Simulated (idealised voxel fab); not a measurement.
process module | voxel wiring stack
cross-section cut | 270 nm wide | cells 5 nm
A cross-section is a grid of square cells, given in bands from the top down. A band is one or more rows of cells.
Each band's line starts with the height of the band's top and of its bottom, in nm. Then come its materials from left to right, each with its width in nm. One material with "throughout" fills the band from edge to edge. "air" is empty space.
Height 0 is the level under which the wafer as received is all one material. The lowest band goes on downwards, as in "0 down".
A width such as "30 to 40" changes by the same amount from each row of cells to the next, from the band's top row to its bottom row.
"no change" after a step means that no cell of the cross-section changed.
closed voids: empty space of 8 cells or more with no open way to the top, each as width x height at its distance from the left edge, in nm
after a step's settings: what the simulator itself notes on the step
overlay nm, on a step with a mask: how far to the right of its planned place the mask lay; to the left if negative
plan
1 op RECEIVE | material Si
2 op CONFORMAL_DEP | material SiO2 | thk nm 15
3 op DIRECTIONAL_DEP | material TiN | thk nm 5
4 op DIRECTIONAL_DEP | material W | thk nm 15
5 op MASKED_ETCH | tone cover | mask id METAL_1 | width nm 25 | pitch nm 50 | etch materials W | depth nm 15 | overlay nm 0
6 op MASKED_ETCH | tone cover | mask id METAL_1 | width nm 25 | pitch nm 50 | etch materials TiN | depth nm 5 | overlay nm 0
7 op FILL_DEP | material SiO2 | thk nm 10
8 op CMP | height nm 35
9 op CONFORMAL_DEP | material SiCN | thk nm 5
10 op DIRECTIONAL_DEP | material SiO2 | thk nm 35
11 op DIRECTIONAL_DEP | material aC | thk nm 15
12 op PATTERN | tone open | mask id METAL_2_HOLES | material resist | width nm 15 | thk nm 30 | overlay nm 0
13 op DIRECTIONAL_ETCH | etch materials aC | depth nm 15
14 op STRIP | etch materials resist
15 op DIRECTIONAL_ETCH | etch materials SiO2 | depth nm 35
16 op STRIP | etch materials aC
17 op MASKED_ETCH | tone open | mask id METAL_2 | width nm 25 | pitch nm 50 | etch materials SiO2 | depth nm 20 | overlay nm 0
18 op MASKED_ETCH | tone open | mask id METAL_2 | width nm 25 | pitch nm 50 | etch materials SiCN | depth nm 5 | overlay nm 0
19 op CONFORMAL_DEP | material TiN | thk nm 5
20 op FILL_DEP | material Cu | thk nm 5
21 op CMP | height nm 75
22 op CONFORMAL_DEP | material SiCN | thk nm 5
23 op DIRECTIONAL_DEP | material SiO2 | thk nm 35
24 op MASKED_ETCH | tone open | mask id METAL_3_HOLES | width nm 15 | etch materials SiO2 | depth nm 35 | overlay nm 0
25 op PATTERN | tone open | mask id METAL_3 | material resist | width nm 25 | pitch nm 50 | thk nm 15 | overlay nm 0
26 op DIRECTIONAL_ETCH | etch materials SiO2 | depth nm 20
27 op DIRECTIONAL_ETCH | etch materials SiCN | depth nm 5
28 op STRIP | etch materials resist
29 op CONFORMAL_DEP | material TiN | thk nm 5
30 op FILL_DEP | material Ru | thk nm 10
31 op CMP | height nm 115
32 op CONFORMAL_DEP | material SiCN | thk nm 5
first wafer, as planned
as received, after step 1
  0 down: Si throughout
  closed voids: none
after step 2
  15 to 0: SiO2 throughout
  below 0: unchanged
after step 3
  20 to 15: TiN throughout
  below 15: unchanged
after step 4
  35 to 20: W throughout
  below 20: unchanged
after step 5
  35 to 20: air 95 | W 25 | air 25 | W 25 | air 100
  below 20: unchanged
after step 6
  35 to 20: air 95 | W 25 | air 25 | W 25 | air 100
  20 to 15: air 95 | TiN 25 | air 25 | TiN 25 | air 100
  below 15: unchanged
after step 7
  45 to 35: SiO2 throughout
  35 to 20: SiO2 95 | W 25 | SiO2 25 | W 25 | SiO2 100
  20 to 15: SiO2 95 | TiN 25 | SiO2 25 | TiN 25 | SiO2 100
  below 15: unchanged
after step 8
  35 to 20: SiO2 95 | W 25 | SiO2 25 | W 25 | SiO2 100
  below 20: unchanged
after step 9
  40 to 35: SiCN throughout
  below 35: unchanged
after step 10
  75 to 40: SiO2 throughout
  below 40: unchanged
after step 11
  90 to 75: aC throughout
  below 75: unchanged
after step 12
  120 to 90: resist 95 | air 15 | resist 160
  below 90: unchanged
after step 13
  105 to 90: resist 95 | air 15 | resist 160
  90 to 75: aC 95 | air 15 | aC 160
  below 75: unchanged
after step 14
  90 to 75: aC 95 | air 15 | aC 160
  below 75: unchanged
after step 15
  90 to 75: aC 95 | air 15 | aC 160
  75 to 40: SiO2 95 | air 15 | SiO2 160
  below 40: unchanged
after step 16
  75 to 40: SiO2 95 | air 15 | SiO2 160
  below 40: unchanged
after step 17
  75 to 55: SiO2 95 | air 25 | SiO2 25 | air 25 | SiO2 100
  below 55: unchanged
after step 18
  75 to 55: SiO2 95 | air 25 | SiO2 25 | air 25 | SiO2 100
  55 to 40: SiO2 95 | air 15 | SiO2 160
  40 to 35: SiCN 95 | air 15 | SiCN 160
  below 35: unchanged
after step 19
  80 to 75: TiN 100 | air 15 | TiN 35 | air 15 | TiN 105
  75 to 60: SiO2 95 | TiN 5 | air 15 | TiN 5 | SiO2 25 | TiN 5 | air 15 | TiN 5 | SiO2 100
  60 to 55: SiO2 95 | TiN 5 | air 5 | TiN 15 | SiO2 25 | TiN 25 | SiO2 100
  55 to 40: SiO2 95 | TiN 5 | air 5 | TiN 5 | SiO2 160
  40 to 35: SiCN 95 | TiN 15 | SiCN 160
  below 35: unchanged
after step 20
  85 to 80: Cu throughout
  80 to 75: TiN 100 | Cu 15 | TiN 35 | Cu 15 | TiN 105
  75 to 60: SiO2 95 | TiN 5 | Cu 15 | TiN 5 | SiO2 25 | TiN 5 | Cu 15 | TiN 5 | SiO2 100
  60 to 55: SiO2 95 | TiN 5 | Cu 5 | TiN 15 | SiO2 25 | TiN 25 | SiO2 100
  55 to 40: SiO2 95 | TiN 5 | Cu 5 | TiN 5 | SiO2 160
  below 40: unchanged
after step 21
  75 to 60: SiO2 95 | TiN 5 | Cu 15 | TiN 5 | SiO2 25 | TiN 5 | Cu 15 | TiN 5 | SiO2 100
  below 60: unchanged
after step 22
  80 to 75: SiCN throughout
  below 75: unchanged
after step 23
  115 to 80: SiO2 throughout
  below 80: unchanged
after step 24
  115 to 80: SiO2 95 | air 15 | SiO2 160
  below 80: unchanged
after step 25
  130 to 115: resist 95 | air 25 | resist 25 | air 25 | resist 100
  below 115: unchanged
after step 26
  130 to 115: resist 95 | air 25 | resist 25 | air 25 | resist 100
  115 to 95: SiO2 95 | air 25 | SiO2 25 | air 25 | SiO2 100
  below 95: unchanged
after step 27
  130 to 115: resist 95 | air 25 | resist 25 | air 25 | resist 100
  115 to 95: SiO2 95 | air 25 | SiO2 25 | air 25 | SiO2 100
  95 to 80: SiO2 95 | air 15 | SiO2 160
  80 to 75: SiCN 95 | air 15 | SiCN 160
  below 75: unchanged
after step 28
  115 to 95: SiO2 95 | air 25 | SiO2 25 | air 25 | SiO2 100
  below 95: unchanged
after step 29
  120 to 115: TiN 100 | air 15 | TiN 35 | air 15 | TiN 105
  115 to 100: SiO2 95 | TiN 5 | air 15 | TiN 5 | SiO2 25 | TiN 5 | air 15 | TiN 5 | SiO2 100
  100 to 95: SiO2 95 | TiN 5 | air 5 | TiN 15 | SiO2 25 | TiN 25 | SiO2 100
  95 to 80: SiO2 95 | TiN 5 | air 5 | TiN 5 | SiO2 160
  80 to 75: SiCN 95 | TiN 15 | SiCN 160
  below 75: unchanged
after step 30
  130 to 120: Ru throughout
  120 to 115: TiN 100 | Ru 15 | TiN 35 | Ru 15 | TiN 105
  115 to 100: SiO2 95 | TiN 5 | Ru 15 | TiN 5 | SiO2 25 | TiN 5 | Ru 15 | TiN 5 | SiO2 100
  100 to 95: SiO2 95 | TiN 5 | Ru 5 | TiN 15 | SiO2 25 | TiN 25 | SiO2 100
  95 to 80: SiO2 95 | TiN 5 | Ru 5 | TiN 5 | SiO2 160
  below 80: unchanged
after step 31
  115 to 100: SiO2 95 | TiN 5 | Ru 15 | TiN 5 | SiO2 25 | TiN 5 | Ru 15 | TiN 5 | SiO2 100
  below 100: unchanged
after step 32
  120 to 115: SiCN throughout
  below 115: unchanged
second wafer: like start, like plan, one mistake. Through step 5 it matches the first wafer
when step 6 should have ended
  35 to 20: air 95 | W 25 | air 25 | W 25 | air 100
  20 to 15: air 95 | TiN 35 | air 15 | TiN 35 | air 90
  below 15: unchanged
when step 7 should have ended
  45 to 35: SiO2 throughout
  35 to 20: SiO2 95 | W 25 | SiO2 25 | W 25 | SiO2 100
  20 to 15: SiO2 95 | TiN 35 | SiO2 15 | TiN 35 | SiO2 90
  below 15: unchanged
when step 8 should have ended
  35 to 20: SiO2 95 | W 25 | SiO2 25 | W 25 | SiO2 100
  below 20: unchanged
when step 9 should have ended
  40 to 35: SiCN throughout
  below 35: unchanged
when step 10 should have ended
  75 to 40: SiO2 throughout
  below 40: unchanged
when step 11 should have ended
  90 to 75: aC throughout
  below 75: unchanged
when step 12 should have ended
  120 to 90: resist 95 | air 15 | resist 160
  below 90: unchanged
when step 13 should have ended
  105 to 90: resist 95 | air 15 | resist 160
  90 to 75: aC 95 | air 15 | aC 160
  below 75: unchanged
when step 14 should have ended
  90 to 75: aC 95 | air 15 | aC 160
  below 75: unchanged
when step 15 should have ended
  90 to 75: aC 95 | air 15 | aC 160
  75 to 40: SiO2 95 | air 15 | SiO2 160
  below 40: unchanged
when step 16 should have ended
  75 to 40: SiO2 95 | air 15 | SiO2 160
  below 40: unchanged
when step 17 should have ended
  75 to 55: SiO2 95 | air 25 | SiO2 25 | air 25 | SiO2 100
  below 55: unchanged
when step 18 should have ended
  75 to 55: SiO2 95 | air 25 | SiO2 25 | air 25 | SiO2 100
  55 to 40: SiO2 95 | air 15 | SiO2 160
  40 to 35: SiCN 95 | air 15 | SiCN 160
  below 35: unchanged
when step 19 should have ended
  80 to 75: TiN 100 | air 15 | TiN 35 | air 15 | TiN 105
  75 to 60: SiO2 95 | TiN 5 | air 15 | TiN 5 | SiO2 25 | TiN 5 | air 15 | TiN 5 | SiO2 100
  60 to 55: SiO2 95 | TiN 5 | air 5 | TiN 15 | SiO2 25 | TiN 25 | SiO2 100
  55 to 40: SiO2 95 | TiN 5 | air 5 | TiN 5 | SiO2 160
  40 to 35: SiCN 95 | TiN 15 | SiCN 160
  below 35: unchanged
when step 20 should have ended
  85 to 80: Cu throughout
  80 to 75: TiN 100 | Cu 15 | TiN 35 | Cu 15 | TiN 105
  75 to 60: SiO2 95 | TiN 5 | Cu 15 | TiN 5 | SiO2 25 | TiN 5 | Cu 15 | TiN 5 | SiO2 100
  60 to 55: SiO2 95 | TiN 5 | Cu 5 | TiN 15 | SiO2 25 | TiN 25 | SiO2 100
  55 to 40: SiO2 95 | TiN 5 | Cu 5 | TiN 5 | SiO2 160
  below 40: unchanged
when step 21 should have ended
  75 to 60: SiO2 95 | TiN 5 | Cu 15 | TiN 5 | SiO2 25 | TiN 5 | Cu 15 | TiN 5 | SiO2 100
  below 60: unchanged
when step 22 should have ended
  80 to 75: SiCN throughout
  below 75: unchanged
when step 23 should have ended
  115 to 80: SiO2 throughout
  below 80: unchanged
when step 24 should have ended
  115 to 80: SiO2 95 | air 15 | SiO2 160
  below 80: unchanged
when step 25 should have ended
  130 to 115: resist 95 | air 25 | resist 25 | air 25 | resist 100
  below 115: unchanged
when step 26 should have ended
  130 to 115: resist 95 | air 25 | resist 25 | air 25 | resist 100
  115 to 95: SiO2 95 | air 25 | SiO2 25 | air 25 | SiO2 100
  below 95: unchanged
when step 27 should have ended
  130 to 115: resist 95 | air 25 | resist 25 | air 25 | resist 100
  115 to 95: SiO2 95 | air 25 | SiO2 25 | air 25 | SiO2 100
  95 to 80: SiO2 95 | air 15 | SiO2 160
  80 to 75: SiCN 95 | air 15 | SiCN 160
  below 75: unchanged
when step 28 should have ended
  115 to 95: SiO2 95 | air 25 | SiO2 25 | air 25 | SiO2 100
  below 95: unchanged
when step 29 should have ended
  120 to 115: TiN 100 | air 15 | TiN 35 | air 15 | TiN 105
  115 to 100: SiO2 95 | TiN 5 | air 15 | TiN 5 | SiO2 25 | TiN 5 | air 15 | TiN 5 | SiO2 100
  100 to 95: SiO2 95 | TiN 5 | air 5 | TiN 15 | SiO2 25 | TiN 25 | SiO2 100
  95 to 80: SiO2 95 | TiN 5 | air 5 | TiN 5 | SiO2 160
  80 to 75: SiCN 95 | TiN 15 | SiCN 160
  below 75: unchanged
when step 30 should have ended
  130 to 120: Ru throughout
  120 to 115: TiN 100 | Ru 15 | TiN 35 | Ru 15 | TiN 105
  115 to 100: SiO2 95 | TiN 5 | Ru 15 | TiN 5 | SiO2 25 | TiN 5 | Ru 15 | TiN 5 | SiO2 100
  100 to 95: SiO2 95 | TiN 5 | Ru 5 | TiN 15 | SiO2 25 | TiN 25 | SiO2 100
  95 to 80: SiO2 95 | TiN 5 | Ru 5 | TiN 5 | SiO2 160
  below 80: unchanged
when step 31 should have ended
  115 to 100: SiO2 95 | TiN 5 | Ru 15 | TiN 5 | SiO2 25 | TiN 5 | Ru 15 | TiN 5 | SiO2 100
  below 100: unchanged
when step 32 should have ended
  120 to 115: SiCN throughout
  below 115: unchanged
what went wrong: step 6 ran as: op MASKED_ETCH | tone cover | mask id METAL_1 | width nm 25 | pitch nm 50 | etch materials TiN | depth nm 5 | overlay nm 10
at the end the second wafer has, in cells: 4 fewer of SiO2 | 4 more of TiN
